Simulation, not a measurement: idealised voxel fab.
Module name: voxel wiring stack (process module)
cross-section cut | 265 nm wide | cells 5 nm
Notation: cross-section as square-cell grid; stated in bands, top first, going down; one or more cell rows per band.
Heads up on the band format: heights come first, top then bottom, in nm. After that it's the materials left to right, each with its width in nm. A single material flagged "throughout" fills the whole band edge to edge, and "blank" means there's empty space there.
Note: height 0 marks the level under which the wafer is uniformly one material as received. Lowest band unbounded below, written "z 0 and below".
So if you see something like "30 to 40" for the width, read it as the top row of the band sitting at the first number and the bottom row at the second, with every row in between moving by the same amount as the last.
"nothing was modified", as given for a step, is the statement that not any cell of the cross-section underwent a change during that step.
Entry "Voids, enclosed". Content: empty spaces with no open connection to the top, size 8 cells or greater. Each: width x height at distance. Distance: from left edge. Unit: nm.
The remark found on a step's line after its settings is issued by the simulator itself and pertains to that step.
A step line may carry the setting "overlay nm", which, for steps involving a mask, states the distance by which the mask lay to the right of its intended position; negative values denote displacement to the left.
Structure of the following material. The material consists of pairs of cross-sections. Each pair comprises the cross-section before one process step and the cross-section after that step, the latter shown only down to the lowest band that changed. The step between the cross-sections is specified beneath each pair, including its settings. Pairs are not necessarily consecutive: they may derive from different runs of this module performed on the same starting wafer. Continuity with the pair above is to be assumed only where the entry headed "Before processing step" of the pair in question states it.
### Before processing step
  z 0 and below | Si throughout
  Voids, enclosed: none
### Structure After Step
  z 10 to 0 | SiO2 throughout
  Lower than 0, everything is as it was.
  Voids, enclosed: none
Here is the step that sits between the two cross-sections above: op CONFORMAL_DEP | material SiO2 | thk nm 10
Before processing step: The cross-section prior to this step is the one presented after the step of the pair immediately above.
### Structure After Step
  z 15 to 10 | SiN throughout
  Lower than 10, everything is as it was.
  Voids, enclosed: none
Here is the step that sits between the two cross-sections above: op CONFORMAL_DEP | material SiN | thk nm 5
Before processing step: The cross-section prior to this step is the one presented after the step of the pair immediately above.
### Structure After Step
  z 30 to 15 | SiO2 throughout
  Lower than 15, everything is as it was.
  Voids, enclosed: none
Here is the step that sits between the two cross-sections above: op DIRECTIONAL_DEP | material SiO2 | thk nm 15
Before processing step: The cross-section prior to this step is the one presented after the step of the pair immediately above.
### Structure After Step
  z 40 to 30 | aC throughout
  Lower than 30, everything is as it was.
  Voids, enclosed: none
Here is the step that sits between the two cross-sections above: op DIRECTIONAL_DEP | material aC | thk nm 10
Before processing step: The cross-section prior to this step is the one presented after the step of the pair immediately above.
### Structure After Step
  z 65 to 40 | resist=55, then blank=20, then resist=25, then blank=20, then resist=25, then blank=20, then resist=25, then blank=20, then resist=55
  Lower than 40, everything is as it was.
  Voids, enclosed: none
Here is the step that sits between the two cross-sections above: op PATTERN | tone open | mask id METAL_1 | material resist | width nm 20 | pitch nm 45 | thk nm 25 | overlay nm 0
Before processing step: The cross-section prior to this step is the one presented after the step of the pair immediately above.
### Structure After Step
  z 55 to 40 | resist=55, then blank=20, then resist=25, then blank=20, then resist=25, then blank=20, then resist=25, then blank=20, then resist=55
  z 40 to 30 | aC=55, then blank=20, then aC=25, then blank=20, then aC=25, then blank=20, then aC=25, then blank=20, then aC=55
  Lower than 30, everything is as it was.
  Voids, enclosed: none
Here is the step that sits between the two cross-sections above: op DIRECTIONAL_ETCH | etch materials aC | depth nm 10
Before processing step: The cross-section prior to this step is the one presented after the step of the pair immediately above.
### Structure After Step
  z 40 to 30 | aC=55, then blank=20, then aC=25, then blank=20, then aC=25, then blank=20, then aC=25, then blank=20, then aC=55
  Lower than 30, everything is as it was.
  Voids, enclosed: none
Here is the step that sits between the two cross-sections above: op STRIP | etch materials resist
Before processing step: The cross-section prior to this step is the one presented after the step of the pair immediately above.
### Structure After Step
  z 40 to 30 | aC=55, then blank=20, then aC=25, then blank=20, then aC=25, then blank=20, then aC=25, then blank=20, then aC=55
  z 30 to 15 | SiO2=55, then blank=20, then SiO2=25, then blank=20, then SiO2=25, then blank=20, then SiO2=25, then blank=20, then SiO2=55
  Lower than 15, everything is as it was.
  Voids, enclosed: none
Here is the step that sits between the two cross-sections above: op DIRECTIONAL_ETCH | etch materials SiO2 | depth nm 15
Before processing step: The cross-section prior to this step is the one presented after the step of the pair immediately above.
### Structure After Step
  z 40 to 30 | aC=55, then blank=20, then aC=25, then blank=20, then aC=25, then blank=20, then aC=25, then blank=20, then aC=55
  z 30 to 15 | SiO2=55, then blank=20, then SiO2=25, then blank=20, then SiO2=25, then blank=20, then SiO2=25, then blank=20, then SiO2=55
  z 15 to 10 | SiN=55, then blank=20, then SiN=25, then blank=20, then SiN=25, then blank=20, then SiN=25, then blank=20, then SiN=55
  Lower than 10, everything is as it was.
  Voids, enclosed: none
Here is the step that sits between the two cross-sections above: op DIRECTIONAL_ETCH | etch materials SiN | depth nm 5
Before processing step: The cross-section prior to this step is the one presented after the step of the pair immediately above.
### Structure After Step
  z 30 to 15 | SiO2=55, then blank=20, then SiO2=25, then blank=20, then SiO2=25, then blank=20, then SiO2=25, then blank=20, then SiO2=55
  Lower than 15, everything is as it was.
  Voids, enclosed: none
Here is the step that sits between the two cross-sections above: op STRIP | etch materials aC
Before processing step: The cross-section prior to this step is the one presented after the step of the pair immediately above.
### Structure After Step
  z 35 to 30 | TiN=60, then blank=10, then TiN=35, then blank=10, then TiN=35, then blank=10, then TiN=35, then blank=10, then TiN=60
  z 30 to 15 | SiO2=55, then TiN=5, then blank=10, then TiN=5, then SiO2=25, then TiN=5, then blank=10, then TiN=5, then SiO2=25, then TiN=5, then blank=10, then TiN=5, then SiO2=25, then TiN=5, then blank=10, then TiN=5, then SiO2=55
  z 15 to 10 | SiN=55, then TiN=20, then SiN=25, then TiN=20, then SiN=25, then TiN=20, then SiN=25, then TiN=20, then SiN=55
  Lower than 10, everything is as it was.
  Voids, enclosed: none
Here is the step that sits between the two cross-sections above: op CONFORMAL_DEP | material TiN | thk nm 5
Before processing step: The cross-section prior to this step is the one presented after the step of the pair immediately above.
### Structure After Step
  z 45 to 35 | W throughout
  z 35 to 30 | TiN=60, then W=10, then TiN=35, then W=10, then TiN=35, then W=10, then TiN=35, then W=10, then TiN=60
  z 30 to 15 | SiO2=55, then TiN=5, then W=10, then TiN=5, then SiO2=25, then TiN=5, then W=10, then TiN=5, then SiO2=25, then TiN=5, then W=10, then TiN=5, then SiO2=25, then TiN=5, then W=10, then TiN=5, then SiO2=55
  Lower than 15, everything is as it was.
  Voids, enclosed: none
Here is the step that sits between the two cross-sections above: op FILL_DEP | material W | thk nm 10
Before processing step: The cross-section prior to this step is the one presented after the step of the pair immediately above.
### Structure After Step
  z 30 to 15 | SiO2=55, then TiN=5, then W=10, then TiN=5, then SiO2=25, then TiN=5, then W=10, then TiN=5, then SiO2=25, then TiN=5, then W=10, then TiN=5, then SiO2=25, then TiN=5, then W=10, then TiN=5, then SiO2=55
  Lower than 15, everything is as it was.
  Voids, enclosed: none
Here is the step that sits between the two cross-sections above: op CMP | height nm 30
Before processing step: The cross-section prior to this step is the one presented after the step of the pair immediately above.
### Structure After Step
  z 35 to 30 | SiCN throughout
  Lower than 30, everything is as it was.
  Voids, enclosed: none
Here is the step that sits between the two cross-sections above: op CONFORMAL_DEP | material SiCN | thk nm 5
Before processing step: The cross-section prior to this step is the one presented after the step of the pair immediately above.
### Structure After Step
  z 70 to 35 | SiO2 throughout
  Lower than 35, everything is as it was.
  Voids, enclosed: none
Here is the step that sits between the two cross-sections above: op DIRECTIONAL_DEP | material SiO2 | thk nm 35
Before processing step: The cross-section prior to this step is the one presented after the step of the pair immediately above.
### Structure After Step
  z 80 to 70 | aC throughout
  Lower than 70, everything is as it was.
  Voids, enclosed: none
Here is the step that sits between the two cross-sections above: op DIRECTIONAL_DEP | material aC | thk nm 10
Before processing step: The cross-section prior to this step is the one presented after the step of the pair immediately above.
### Structure After Step
  z 110 to 80 | resist=55, then blank=15, then resist=75, then blank=15, then resist=105
  Lower than 80, everything is as it was.
  Voids, enclosed: none
Here is the step that sits between the two cross-sections above: op PATTERN | tone open | mask id METAL_2_HOLES | material resist | width nm 15 | pitch nm 90 | thk nm 30 | overlay nm 0
Before processing step: The cross-section prior to this step is the one presented after the step of the pair immediately above.
### Structure After Step
  z 100 to 80 | resist=55, then blank=15, then resist=75, then blank=15, then resist=105
  z 80 to 70 | aC=55, then blank=15, then aC=75, then blank=15, then aC=105
  Lower than 70, everything is as it was.
  Voids, enclosed: none
Here is the step that sits between the two cross-sections above: op DIRECTIONAL_ETCH | etch materials aC | depth nm 10
Before processing step: The cross-section prior to this step is the one presented after the step of the pair immediately above.
### Structure After Step
  z 80 to 70 | aC=55, then blank=15, then aC=75, then blank=15, then aC=105
  Lower than 70, everything is as it was.
  Voids, enclosed: none
Here is the step that sits between the two cross-sections above: op STRIP | etch materials resist
Before processing step: The cross-section prior to this step is the one presented after the step of the pair immediately above.
### Structure After Step
  z 80 to 70 | aC=55, then blank=15, then aC=75, then blank=15, then aC=105
  z 70 to 35 | SiO2=55, then blank=15, then SiO2=75, then blank=15, then SiO2=105
  Lower than 35, everything is as it was.
  Voids, enclosed: none
Here is the step that sits between the two cross-sections above: op DIRECTIONAL_ETCH | etch materials SiO2 | depth nm 35
Before processing step: The cross-section prior to this step is the one presented after the step of the pair immediately above.
### Structure After Step
  z 70 to 35 | SiO2=55, then blank=15, then SiO2=75, then blank=15, then SiO2=105
  Lower than 35, everything is as it was.
  Voids, enclosed: none
Here is the step that sits between the two cross-sections above: op STRIP | etch materials aC
Before processing step: The cross-section prior to this step is the one presented after the step of the pair immediately above.
### Structure After Step
  z 70 to 50 | SiO2=55, then blank=20, then SiO2=25, then blank=20, then SiO2=25, then blank=20, then SiO2=25, then blank=20, then SiO2=55
  Lower than 50, everything is as it was.
  Voids, enclosed: none
Here is the step that sits between the two cross-sections above: op MASKED_ETCH | tone open | mask id METAL_2 | width nm 20 | pitch nm 45 | etch materials SiO2 | depth nm 20 | overlay nm 0
Before processing step: The cross-section prior to this step is the one presented after the step of the pair immediately above.
### Structure After Step
  z 70 to 50 | SiO2=55, then blank=20, then SiO2=25, then blank=20, then SiO2=25, then blank=20, then SiO2=25, then blank=20, then SiO2=55
  z 50 to 35 | SiO2=55, then blank=15, then SiO2=75, then blank=15, then SiO2=105
  z 35 to 30 | SiCN=55, then blank=15, then SiCN=75, then blank=15, then SiCN=105
  Lower than 30, everything is as it was.
  Voids, enclosed: none
Here is the step that sits between the two cross-sections above: op MASKED_ETCH | tone open | mask id METAL_2 | width nm 20 | pitch nm 45 | etch materials SiCN | depth nm 5 | overlay nm 0
Before processing step: The cross-section prior to this step is the one presented after the step of the pair immediately above.
### Structure After Step
  z 75 to 70 | TiN=60, then blank=10, then TiN=35, then blank=10, then TiN=35, then blank=10, then TiN=35, then blank=10, then TiN=60
  z 70 to 55 | SiO2=55, then TiN=5, then blank=10, then TiN=5, then SiO2=25, then TiN=5, then blank=10, then TiN=5, then SiO2=25, then TiN=5, then blank=10, then TiN=5, then SiO2=25, then TiN=5, then blank=10, then TiN=5, then SiO2=55
  z 55 to 50 | SiO2=55, then TiN=5, then blank=5, then TiN=10, then SiO2=25, then TiN=20, then SiO2=25, then TiN=5, then blank=5, then TiN=10, then SiO2=25, then TiN=20, then SiO2=55
  z 50 to 35 | SiO2=55, then TiN=5, then blank=5, then TiN=5, then SiO2=75, then TiN=5, then blank=5, then TiN=5, then SiO2=105
  z 35 to 30 | SiCN=55, then TiN=15, then SiCN=75, then TiN=15, then SiCN=105
  Lower than 30, everything is as it was.
  Voids, enclosed: none
Here is the step that sits between the two cross-sections above: op CONFORMAL_DEP | material TiN | thk nm 5
Before processing step: The cross-section prior to this step is the one presented after the step of the pair immediately above.
### Structure After Step
  z 85 to 75 | Cu throughout
  z 75 to 70 | TiN=60, then Cu=10, then TiN=35, then Cu=10, then TiN=35, then Cu=10, then TiN=35, then Cu=10, then TiN=60
  z 70 to 55 | SiO2=55, then TiN=5, then Cu=10, then TiN=5, then SiO2=25, then TiN=5, then Cu=10, then TiN=5, then SiO2=25, then TiN=5, then Cu=10, then TiN=5, then SiO2=25, then TiN=5, then Cu=10, then TiN=5, then SiO2=55
  z 55 to 50 | SiO2=55, then TiN=5, then Cu=5, then TiN=10, then SiO2=25, then TiN=20, then SiO2=25, then TiN=5, then Cu=5, then TiN=10, then SiO2=25, then TiN=20, then SiO2=55
  z 50 to 35 | SiO2=55, then TiN=5, then Cu=5, then TiN=5, then SiO2=75, then TiN=5, then Cu=5, then TiN=5, then SiO2=105
  Lower than 35, everything is as it was.
  Voids, enclosed: none
Here is the step that sits between the two cross-sections above: op FILL_DEP | material Cu | thk nm 10
Before processing step: The cross-section prior to this step is the one presented after the step of the pair immediately above.
### Structure After Step
  z 70 to 55 | SiO2=55, then TiN=5, then Cu=10, then TiN=5, then SiO2=25, then TiN=5, then Cu=10, then TiN=5, then SiO2=25, then TiN=5, then Cu=10, then TiN=5, then SiO2=25, then TiN=5, then Cu=10, then TiN=5, then SiO2=55
  Lower than 55, everything is as it was.
  Voids, enclosed: none
Here is the step that sits between the two cross-sections above: op CMP | height nm 70
Before processing step: The cross-section prior to this step is the one presented after the step of the pair immediately above.
### Structure After Step
  z 75 to 70 | SiCN throughout
  Lower than 70, everything is as it was.
  Voids, enclosed: none
Here is the step that sits between the two cross-sections above: op CONFORMAL_DEP | material SiCN | thk nm 5
Before processing step: The cross-section prior to this step is the one presented after the step of the pair immediately above.
### Structure After Step
  z 100 to 75 | lowk throughout
  Lower than 75, everything is as it was.
  Voids, enclosed: none
Here is the step that sits between the two cross-sections above: op DIRECTIONAL_DEP | material lowk | thk nm 25
Before processing step: The cross-section prior to this step is the one presented after the step of the pair immediately above.
### Structure After Step
  z 120 to 100 | resist=55, then blank=20, then resist=25, then blank=20, then resist=25, then blank=20, then resist=25, then blank=20, then resist=55
  Lower than 100, everything is as it was.
  Voids, enclosed: none
Here is the step that sits between the two cross-sections above: op PATTERN | tone open | mask id METAL_3 | material resist | width nm 20 | pitch nm 45 | thk nm 20 | overlay nm 0
Before processing step: The cross-section prior to this step is the one presented after the step of the pair immediately above.
### Structure After Step
  z 120 to 100 | resist=55, then blank=20, then resist=25, then blank=20, then resist=25, then blank=20, then resist=25, then blank=20, then resist=55
  z 100 to 85 | lowk=55, then blank=20, then lowk=25, then blank=20, then lowk=25, then blank=20, then lowk=25, then blank=20, then lowk=55
  Lower than 85, everything is as it was.
  Voids, enclosed: none
Here is the step that sits between the two cross-sections above: op DIRECTIONAL_ETCH | etch materials lowk | depth nm 15
Before processing step: The cross-section prior to this step is the one presented after the step of the pair immediately above.
### Structure After Step
  z 100 to 85 | lowk=55, then blank=20, then lowk=25, then blank=20, then lowk=25, then blank=20, then lowk=25, then blank=20, then lowk=55
  Lower than 85, everything is as it was.
  Voids, enclosed: none
Here is the step that sits between the two cross-sections above: op STRIP | etch materials resist
Before processing step: The cross-section prior to this step is the one presented after the step of the pair immediately above.
### Structure After Step
  z 100 to 85 | lowk=55, then blank=20, then lowk=25, then blank=20, then lowk=25, then blank=20, then lowk=25, then blank=20, then lowk=55
  z 85 to 75 | lowk=55, then blank=15, then lowk=30, then blank=15, then lowk=30, then blank=15, then lowk=30, then blank=15, then lowk=60
  Lower than 75, everything is as it was.
  Voids, enclosed: none
Here is the step that sits between the two cross-sections above: op MASKED_ETCH | tone open | mask id METAL_3_HOLES | width nm 15 | pitch nm 45 | etch materials lowk | depth nm 10 | overlay nm 0
Before processing step: The cross-section prior to this step is the one presented after the step of the pair immediately above.
### Structure After Step
  z 100 to 85 | lowk=55, then blank=20, then lowk=25, then blank=20, then lowk=25, then blank=20, then lowk=25, then blank=20, then lowk=55
  z 85 to 75 | lowk=55, then blank=15, then lowk=30, then blank=15, then lowk=30, then blank=15, then lowk=30, then blank=15, then lowk=60
  z 75 to 70 | SiCN=55, then blank=15, then SiCN=30, then blank=15, then SiCN=30, then blank=15, then SiCN=30, then blank=15, then SiCN=60
  Lower than 70, everything is as it was.
  Voids, enclosed: none
Here is the step that sits between the two cross-sections above: op MASKED_ETCH | tone open | mask id METAL_3_HOLES | width nm 15 | pitch nm 45 | etch materials SiCN | depth nm 5 | overlay nm 0
Before processing step: The cross-section prior to this step is the one presented after the step of the pair immediately above.
### Structure After Step
  z 105 to 100 | TiN=60, then blank=10, then TiN=35, then blank=10, then TiN=35, then blank=10, then TiN=35, then blank=10, then TiN=60
  z 100 to 90 | lowk=55, then TiN=5, then blank=10, then TiN=5, then lowk=25, then TiN=5, then blank=10, then TiN=5, then lowk=25, then TiN=5, then blank=10, then TiN=5, then lowk=25, then TiN=5, then blank=10, then TiN=5, then lowk=55
  z 90 to 85 | lowk=55, then TiN=5, then blank=5, then TiN=10, then lowk=25, then TiN=5, then blank=5, then TiN=10, then lowk=25, then TiN=5, then blank=5, then TiN=10, then lowk=25, then TiN=5, then blank=5, then TiN=10, then lowk=55
  z 85 to 75 | lowk=55, then TiN=5, then blank=5, then TiN=5, then lowk=30, then TiN=5, then blank=5, then TiN=5, then lowk=30, then TiN=5, then blank=5, then TiN=5, then lowk=30, then TiN=5, then blank=5, then TiN=5, then lowk=60
  z 75 to 70 | SiCN=55, then TiN=15, then SiCN=30, then TiN=15, then SiCN=30, then TiN=15, then SiCN=30, then TiN=15, then SiCN=60
  Lower than 70, everything is as it was.
  Voids, enclosed: none
Here is the step that sits between the two cross-sections above: op CONFORMAL_DEP | material TiN | thk nm 5
Before processing step: The cross-section prior to this step is the one presented after the step of the pair immediately above.
### Structure After Step
  z 115 to 105 | Cu throughout
  z 105 to 100 | TiN=60, then Cu=10, then TiN=35, then Cu=10, then TiN=35, then Cu=10, then TiN=35, then Cu=10, then TiN=60
  z 100 to 90 | lowk=55, then TiN=5, then Cu=10, then TiN=5, then lowk=25, then TiN=5, then Cu=10, then TiN=5, then lowk=25, then TiN=5, then Cu=10, then TiN=5, then lowk=25, then TiN=5, then Cu=10, then TiN=5, then lowk=55
  z 90 to 85 | lowk=55, then TiN=5, then Cu=5, then TiN=10, then lowk=25, then TiN=5, then Cu=5, then TiN=10, then lowk=25, then TiN=5, then Cu=5, then TiN=10, then lowk=25, then TiN=5, then Cu=5, then TiN=10, then lowk=55
  z 85 to 75 | lowk=55, then TiN=5, then Cu=5, then TiN=5, then lowk=30, then TiN=5, then Cu=5, then TiN=5, then lowk=30, then TiN=5, then Cu=5, then TiN=5, then lowk=30, then TiN=5, then Cu=5, then TiN=5, then lowk=60
  Lower than 75, everything is as it was.
  Voids, enclosed: none
Here is the step that sits between the two cross-sections above: op FILL_DEP | material Cu | thk nm 10
Before processing step: The cross-section prior to this step is the one presented after the step of the pair immediately above.
### Structure After Step
  z 100 to 90 | lowk=55, then TiN=5, then Cu=10, then TiN=5, then lowk=25, then TiN=5, then Cu=10, then TiN=5, then lowk=25, then TiN=5, then Cu=10, then TiN=5, then lowk=25, then TiN=5, then Cu=10, then TiN=5, then lowk=55
  Lower than 90, everything is as it was.
  Voids, enclosed: none
Here is the step that sits between the two cross-sections above: op CMP | height nm 100
Before processing step: The cross-section prior to this step is the one presented after the step of the pair immediately above.
### Structure After Step
  z 105 to 100 | SiCN throughout
  Lower than 100, everything is as it was.
  Voids, enclosed: none
Here is the step that sits between the two cross-sections above: op CONFORMAL_DEP | material SiCN | thk nm 5
Before processing step: The cross-section prior to this step is the one presented after the step of the pair immediately above.
### Structure After Step
  z 130 to 105 | lowk throughout
  Lower than 105, everything is as it was.
  Voids, enclosed: none
Here is the step that sits between the two cross-sections above: op DIRECTIONAL_DEP | material lowk | thk nm 25
Before processing step: The cross-section prior to this step is the one presented after the step of the pair immediately above.
### Structure After Step
  z 130 to 105 | lowk=55, then blank=15, then lowk=30, then blank=15, then lowk=30, then blank=15, then lowk=30, then blank=15, then lowk=60
  Lower than 105, everything is as it was.
  Voids, enclosed: none
Here is the step that sits between the two cross-sections above: op MASKED_ETCH | tone open | mask id METAL_4_HOLES | width nm 15 | pitch nm 45 | etch materials lowk | depth nm 25 | overlay nm 0
Before processing step: The cross-section prior to this step is the one presented after the step of the pair immediately above.
### Structure After Step
  z 130 to 115 | lowk=55, then blank=20, then lowk=25, then blank=20, then lowk=25, then blank=20, then lowk=25, then blank=20, then lowk=55
  Lower than 115, everything is as it was.
  Voids, enclosed: none
Here is the step that sits between the two cross-sections above: op MASKED_ETCH | tone open | mask id METAL_4 | width nm 20 | pitch nm 45 | etch materials lowk | depth nm 15 | overlay nm 0
Before processing step: The cross-section prior to this step is the one presented after the step of the pair immediately above.
### Structure After Step
  z 130 to 115 | lowk=55, then blank=20, then lowk=25, then blank=20, then lowk=25, then blank=20, then lowk=25, then blank=20, then lowk=55
  z 115 to 105 | lowk=55, then blank=15, then lowk=30, then blank=15, then lowk=30, then blank=15, then lowk=30, then blank=15, then lowk=60
  z 105 to 100 | SiCN=55, then blank=15, then SiCN=30, then blank=15, then SiCN=30, then blank=15, then SiCN=30, then blank=15, then SiCN=60
  Lower than 100, everything is as it was.
  Voids, enclosed: none
Here is the step that sits between the two cross-sections above: op MASKED_ETCH | tone open | mask id METAL_4 | width nm 20 | pitch nm 45 | etch materials SiCN | depth nm 5 | overlay nm 0
Before processing step: The cross-section prior to this step is the one presented after the step of the pair immediately above.
### Structure After Step
  z 135 to 130 | TiN=60, then blank=10, then TiN=35, then blank=10, then TiN=35, then blank=10, then TiN=35, then blank=10, then TiN=60
  z 130 to 120 | lowk=55, then TiN=5, then blank=10, then TiN=5, then lowk=25, then TiN=5, then blank=10, then TiN=5, then lowk=25, then TiN=5, then blank=10, then TiN=5, then lowk=25, then TiN=5, then blank=10, then TiN=5, then lowk=55
  z 120 to 115 | lowk=55, then TiN=5, then blank=5, then TiN=10, then lowk=25, then TiN=5, then blank=5, then TiN=10, then lowk=25, then TiN=5, then blank=5, then TiN=10, then lowk=25, then TiN=5, then blank=5, then TiN=10, then lowk=55
  z 115 to 105 | lowk=55, then TiN=5, then blank=5, then TiN=5, then lowk=30, then TiN=5, then blank=5, then TiN=5, then lowk=30, then TiN=5, then blank=5, then TiN=5, then lowk=30, then TiN=5, then blank=5, then TiN=5, then lowk=60
  z 105 to 100 | SiCN=55, then TiN=15, then SiCN=30, then TiN=15, then SiCN=30, then TiN=15, then SiCN=30, then TiN=15, then SiCN=60
  Lower than 100, everything is as it was.
  Voids, enclosed: none
Here is the step that sits between the two cross-sections above: op CONFORMAL_DEP | material TiN | thk nm 5
Before processing step: The cross-section prior to this step is the one presented after the step of the pair immediately above.
### Structure After Step
  z 145 to 135 | Ru throughout
  z 135 to 130 | TiN=60, then Ru=10, then TiN=35, then Ru=10, then TiN=35, then Ru=10, then TiN=35, then Ru=10, then TiN=60
  z 130 to 120 | lowk=55, then TiN=5, then Ru=10, then TiN=5, then lowk=25, then TiN=5, then Ru=10, then TiN=5, then lowk=25, then TiN=5, then Ru=10, then TiN=5, then lowk=25, then TiN=5, then Ru=10, then TiN=5, then lowk=55
  z 120 to 115 | lowk=55, then TiN=5, then Ru=5, then TiN=10, then lowk=25, then TiN=5, then Ru=5, then TiN=10, then lowk=25, then TiN=5, then Ru=5, then TiN=10, then lowk=25, then TiN=5, then Ru=5, then TiN=10, then lowk=55
  z 115 to 105 | lowk=55, then TiN=5, then Ru=5, then TiN=5, then lowk=30, then TiN=5, then Ru=5, then TiN=5, then lowk=30, then TiN=5, then Ru=5, then TiN=5, then lowk=30, then TiN=5, then Ru=5, then TiN=5, then lowk=60
  Lower than 105, everything is as it was.
  Voids, enclosed: none
Here is the step that sits between the two cross-sections above: op FILL_DEP | material Ru | thk nm 10
Before processing step: The cross-section prior to this step is the one presented after the step of the pair immediately above.
### Structure After Step
  z 130 to 120 | lowk=55, then TiN=5, then Ru=10, then TiN=5, then lowk=25, then TiN=5, then Ru=10, then TiN=5, then lowk=25, then TiN=5, then Ru=10, then TiN=5, then lowk=25, then TiN=5, then Ru=10, then TiN=5, then lowk=55
  Lower than 120, everything is as it was.
  Voids, enclosed: none
Here is the step that sits between the two cross-sections above: op CMP | height nm 130
Before processing step: The cross-section prior to this step is the one presented after the step of the pair immediately above.
### Structure After Step
  z 135 to 130 | SiCN throughout
  Lower than 130, everything is as it was.
  Voids, enclosed: none
Here is the step that sits between the two cross-sections above: op CONFORMAL_DEP | material SiCN | thk nm 5
### Before processing step
  z 15 to 10 | SiN throughout
  z 10 to 0 | SiO2 throughout
  z 0 and below | Si throughout
  Voids, enclosed: none
### Structure After Step
  z 25 to 15 | aC throughout
  Lower than 15, everything is as it was.
  Voids, enclosed: none
Here is the step that sits between the two cross-sections above: op DIRECTIONAL_DEP | material aC | thk nm 10
Before processing step: The cross-section prior to this step is the one presented after the step of the pair immediately above.
### Structure After Step
  z 50 to 25 | resist=55, then blank=20, then resist=25, then blank=20, then resist=25, then blank=20, then resist=25, then blank=20, then resist=55
  Lower than 25, everything is as it was.
  Voids, enclosed: none
Here is the step that sits between the two cross-sections above: op PATTERN | tone open | mask id METAL_1 | material resist | width nm 20 | pitch nm 45 | thk nm 25 | overlay nm 0
Before processing step: The cross-section prior to this step is the one presented after the step of the pair immediately above.
### Structure After Step
  z 40 to 25 | resist=55, then blank=20, then resist=25, then blank=20, then resist=25, then blank=20, then resist=25, then blank=20, then resist=55
  z 25 to 15 | aC=55, then blank=20, then aC=25, then blank=20, then aC=25, then blank=20, then aC=25, then blank=20, then aC=55
  Lower than 15, everything is as it was.
  Voids, enclosed: none
Here is the step that sits between the two cross-sections above: op DIRECTIONAL_ETCH | etch materials aC | depth nm 10
Before processing step: The cross-section prior to this step is the one presented after the step of the pair immediately above.
### Structure After Step
  z 25 to 15 | aC=55, then blank=20, then aC=25, then blank=20, then aC=25, then blank=20, then aC=25, then blank=20, then aC=55
  Lower than 15, everything is as it was.
  Voids, enclosed: none
Here is the step that sits between the two cross-sections above: op STRIP | etch materials resist
Before processing step: The cross-section prior to this step is the one presented after the step of the pair immediately above.
### Structure After Step
  z 25 to 15 | aC=55, then blank=20, then aC=25, then blank=20, then aC=25, then blank=20, then aC=25, then blank=20, then aC=55
  z 15 to 10 | SiN=55, then blank=20, then SiN=25, then blank=20, then SiN=25, then blank=20, then SiN=25, then blank=20, then SiN=55
  Lower than 10, everything is as it was.
  Voids, enclosed: none
Here is the step that sits between the two cross-sections above: op DIRECTIONAL_ETCH | etch materials SiN | depth nm 5
Before processing step: The cross-section prior to this step is the one presented after the step of the pair immediately above.
### Structure After Step
  z 15 to 10 | SiN=55, then blank=20, then SiN=25, then blank=20, then SiN=25, then blank=20, then SiN=25, then blank=20, then SiN=55
  Lower than 10, everything is as it was.
  Voids, enclosed: none
Here is the step that sits between the two cross-sections above: op STRIP | etch materials aC
Before processing step: The cross-section prior to this step is the one presented after the step of the pair immediately above.
### Structure After Step
  z 20 to 15 | TiN=60, then blank=10, then TiN=35, then blank=10, then TiN=35, then blank=10, then TiN=35, then blank=10, then TiN=60
  z 15 to 10 | SiN=55, then TiN=20, then SiN=25, then TiN=20, then SiN=25, then TiN=20, then SiN=25, then TiN=20, then SiN=55
  Lower than 10, everything is as it was.
  Voids, enclosed: none
Here is the step that sits between the two cross-sections above: op CONFORMAL_DEP | material TiN | thk nm 5
Before processing step: The cross-section prior to this step is the one presented after the step of the pair immediately above.
### Structure After Step
  z 30 to 20 | W throughout
  z 20 to 15 | TiN=60, then W=10, then TiN=35, then W=10, then TiN=35, then W=10, then TiN=35, then W=10, then TiN=60
  Lower than 15, everything is as it was.
  Voids, enclosed: none
Here is the step that sits between the two cross-sections above: op FILL_DEP | material W | thk nm 10
Before processing step: The cross-section prior to this step is the one presented after the step of the pair immediately above.
### Structure After Step
  z 35 to 30 | SiCN throughout
  Lower than 30, everything is as it was.
  Voids, enclosed: none
Here is the step that sits between the two cross-sections above: op CONFORMAL_DEP | material SiCN | thk nm 5
Before processing step: The cross-section prior to this step is the one presented after the step of the pair immediately above.
### Structure After Step
  z 70 to 35 | SiO2 throughout
  Lower than 35, everything is as it was.
  Voids, enclosed: none
Here is the step that sits between the two cross-sections above: op DIRECTIONAL_DEP | material SiO2 | thk nm 35
Before processing step: The cross-section prior to this step is the one presented after the step of the pair immediately above.
### Structure After Step
  z 80 to 70 | aC throughout
  Lower than 70, everything is as it was.
  Voids, enclosed: none
Here is the step that sits between the two cross-sections above: op DIRECTIONAL_DEP | material aC | thk nm 10
Before processing step: The cross-section prior to this step is the one presented after the step of the pair immediately above.
### Structure After Step
  z 110 to 80 | resist=55, then blank=15, then resist=75, then blank=15, then resist=105
  Lower than 80, everything is as it was.
  Voids, enclosed: none
Here is the step that sits between the two cross-sections above: op PATTERN | tone open | mask id METAL_2_HOLES | material resist | width nm 15 | pitch nm 90 | thk nm 30 | overlay nm 0
Before processing step: The cross-section prior to this step is the one presented after the step of the pair immediately above.
### Structure After Step
  z 100 to 80 | resist=55, then blank=15, then resist=75, then blank=15, then resist=105
  z 80 to 70 | aC=55, then blank=15, then aC=75, then blank=15, then aC=105
  Lower than 70, everything is as it was.
  Voids, enclosed: none
Here is the step that sits between the two cross-sections above: op DIRECTIONAL_ETCH | etch materials aC | depth nm 10
Before processing step: The cross-section prior to this step is the one presented after the step of the pair immediately above.
### Structure After Step
  z 80 to 70 | aC=55, then blank=15, then aC=75, then blank=15, then aC=105
  Lower than 70, everything is as it was.
  Voids, enclosed: none
Here is the step that sits between the two cross-sections above: op STRIP | etch materials resist
Before processing step: The cross-section prior to this step is the one presented after the step of the pair immediately above.
### Structure After Step
  z 80 to 70 | aC=55, then blank=15, then aC=75, then blank=15, then aC=105
  z 70 to 35 | SiO2=55, then blank=15, then SiO2=75, then blank=15, then SiO2=105
  Lower than 35, everything is as it was.
  Voids, enclosed: none
Here is the step that sits between the two cross-sections above: op DIRECTIONAL_ETCH | etch materials SiO2 | depth nm 35
Before processing step: The cross-section prior to this step is the one presented after the step of the pair immediately above.
### Structure After Step
  z 70 to 35 | SiO2=55, then blank=15, then SiO2=75, then blank=15, then SiO2=105
  Lower than 35, everything is as it was.
  Voids, enclosed: none
Here is the step that sits between the two cross-sections above: op STRIP | etch materials aC
